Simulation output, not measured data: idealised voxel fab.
process module | voxel wiring stack
cross-section cut | 285 nm wide | cells 5 nm
A cross-section is a grid of square cells, given in bands from the top down. A band is one or more rows of cells.
Each band's line starts with the height of the band's top and of its bottom, in nm. Then come its materials from left to right, each with its width in nm. One material with "throughout" fills the band from edge to edge. "air" is empty space.
Height 0 is the level under which the wafer as received is all one material. The lowest band goes on downwards, as in "0 down".
A width such as "30 to 40" changes by the same amount from each row of cells to the next, from the band's top row to its bottom row.
"no change" after a step means that no cell of the cross-section changed.
closed voids: empty space of 8 cells or more with no open way to the top, each as width x height at its distance from the left edge, in nm
after a step's settings: what the simulator itself notes on the step
overlay nm, on a step with a mask: how far to the right of its planned place the mask lay; to the left if negative
plan
1 op RECEIVE | material Si
2 op CONFORMAL_DEP | material SiO2 | thk nm 15
3 op CONFORMAL_DEP | material SiCN | thk nm 5
4 op DIRECTIONAL_DEP | material lowk | thk nm 25
5 op MASKED_ETCH | tone open | mask id METAL_1 | width nm 25 | pitch nm 50 | etch materials lowk | depth nm 25 | overlay nm 0
6 op MASKED_ETCH | tone open | mask id METAL_1 | width nm 25 | pitch nm 50 | etch materials SiCN | depth nm 5 | overlay nm 0
7 op CONFORMAL_DEP | material TiN | thk nm 5
8 op FILL_DEP | material Cu | thk nm 10
9 op CMP | height nm 45
10 op CONFORMAL_DEP | material SiCN | thk nm 5
11 op DIRECTIONAL_DEP | material lowk | thk nm 15
12 op DIRECTIONAL_DEP | material aC | thk nm 10
13 op PATTERN | tone open | mask id PLUG_1 | material resist | width nm 15 | pitch nm 50 | thk nm 25 | overlay nm 0
14 op DIRECTIONAL_ETCH | etch materials aC | depth nm 10
15 op STRIP | etch materials resist
16 op DIRECTIONAL_ETCH | etch materials lowk | depth nm 15
17 op DIRECTIONAL_ETCH | etch materials SiCN | depth nm 5
18 op STRIP | etch materials aC
19 op CONFORMAL_DEP | material TiN | thk nm 5
20 op FILL_DEP | material Cu | thk nm 5
21 op CMP | height nm 65
22 op CONFORMAL_DEP | material SiCN | thk nm 5
23 op DIRECTIONAL_DEP | material SiO2 | thk nm 25
24 op DIRECTIONAL_DEP | material aC | thk nm 15
25 op PATTERN | tone open | mask id METAL_2 | material resist | width nm 25 | pitch nm 50 | thk nm 30 | overlay nm 0
26 op DIRECTIONAL_ETCH | etch materials aC | depth nm 15
27 op STRIP | etch materials resist
28 op DIRECTIONAL_ETCH | etch materials SiO2 | depth nm 25
29 op DIRECTIONAL_ETCH | etch materials SiCN | depth nm 5
30 op STRIP | etch materials aC
31 op CONFORMAL_DEP | material TiN | thk nm 5
32 op FILL_DEP | material Cu | thk nm 10
33 op CMP | height nm 95
34 op EPI | material Ru | thk nm 5
35 op FILL_DEP | material SiCN | thk nm 5
36 op DIRECTIONAL_DEP | material SiO2 | thk nm 30
37 op MASKED_ETCH | tone open | mask id METAL_3_HOLES | width nm 15 | pitch nm 50 | etch materials SiO2 | depth nm 30 | overlay nm 0
38 op DIRECTIONAL_DEP | material aC | thk nm 15
39 op PATTERN | tone open | mask id METAL_3 | material resist | width nm 25 | pitch nm 50 | thk nm 30 | overlay nm 0
40 op DIRECTIONAL_ETCH | etch materials aC | depth nm 15
41 op STRIP | etch materials resist
42 op DIRECTIONAL_ETCH | etch materials SiO2 | depth nm 20
43 op DIRECTIONAL_ETCH | etch materials SiCN | depth nm 5
44 op STRIP | etch materials aC
45 op CONFORMAL_DEP | material TiN | thk nm 5
46 op FILL_DEP | material Cu | thk nm 10
47 op CMP | height nm 135
48 op CONFORMAL_DEP | material SiCN | thk nm 5
as received, after step 1
  0 down: Si throughout
  closed voids: none
a wafer at the end: this start, this plan, one mistake
  140 to 135: SiCN throughout
  135 to 120: SiO2 55 | TiN 5 | Cu 15 | TiN 5 | SiO2 25 | TiN 5 | Cu 15 | TiN 5 | SiO2 25 | TiN 5 | Cu 15 | TiN 5 | SiO2 25 | TiN 5 | Cu 15 | TiN 5 | SiO2 55
  120 to 115: SiO2 55 | TiN 5 | Cu 5 | TiN 15 | SiO2 25 | TiN 5 | Cu 5 | TiN 15 | SiO2 25 | TiN 5 | Cu 5 | TiN 15 | SiO2 25 | TiN 5 | Cu 5 | TiN 15 | SiO2 55
  115 to 105: SiO2 55 | TiN 5 | Cu 5 | TiN 5 | SiO2 35 | TiN 5 | Cu 5 | TiN 5 | SiO2 35 | TiN 5 | Cu 5 | TiN 5 | SiO2 35 | TiN 5 | Cu 5 | TiN 5 | SiO2 65
  105 to 100: SiCN 55 | TiN 15 | SiCN 35 | TiN 15 | SiCN 35 | TiN 15 | SiCN 35 | TiN 15 | SiCN 65
  100 to 95: SiCN 50 | Ru 35 | SiCN 15 | Ru 35 | SiCN 15 | Ru 35 | SiCN 15 | Ru 35 | SiCN 50
  95 to 70: SiO2 55 | TiN 5 | Cu 15 | TiN 5 | SiO2 25 | TiN 5 | Cu 15 | TiN 5 | SiO2 25 | TiN 5 | Cu 15 | TiN 5 | SiO2 25 | TiN 5 | Cu 15 | TiN 5 | SiO2 55
  70 to 65: SiCN 55 | TiN 25 | SiCN 25 | TiN 25 | SiCN 25 | TiN 25 | SiCN 25 | TiN 25 | SiCN 55
  65 to 50: lowk 55 | TiN 5 | Cu 5 | TiN 5 | lowk 35 | TiN 5 | Cu 5 | TiN 5 | lowk 35 | TiN 5 | Cu 5 | TiN 5 | lowk 35 | TiN 5 | Cu 5 | TiN 5 | lowk 65
  50 to 45: SiCN 55 | TiN 15 | SiCN 35 | TiN 15 | SiCN 35 | TiN 15 | SiCN 35 | TiN 15 | SiCN 65
  45 to 25: lowk 55 | TiN 5 | Cu 15 | TiN 5 | lowk 25 | TiN 5 | Cu 15 | TiN 5 | lowk 25 | TiN 5 | Cu 15 | TiN 5 | lowk 25 | TiN 5 | Cu 15 | TiN 5 | lowk 55
  25 to 20: lowk 55 | TiN 25 | lowk 25 | TiN 25 | lowk 25 | TiN 25 | lowk 25 | TiN 25 | lowk 55
  20 to 15: Ru throughout
  15 to 0: SiO2 throughout
  0 down: Si throughout
  closed voids: none
what went wrong: step 3 ran as: op CONFORMAL_DEP | material Ru | thk nm 5
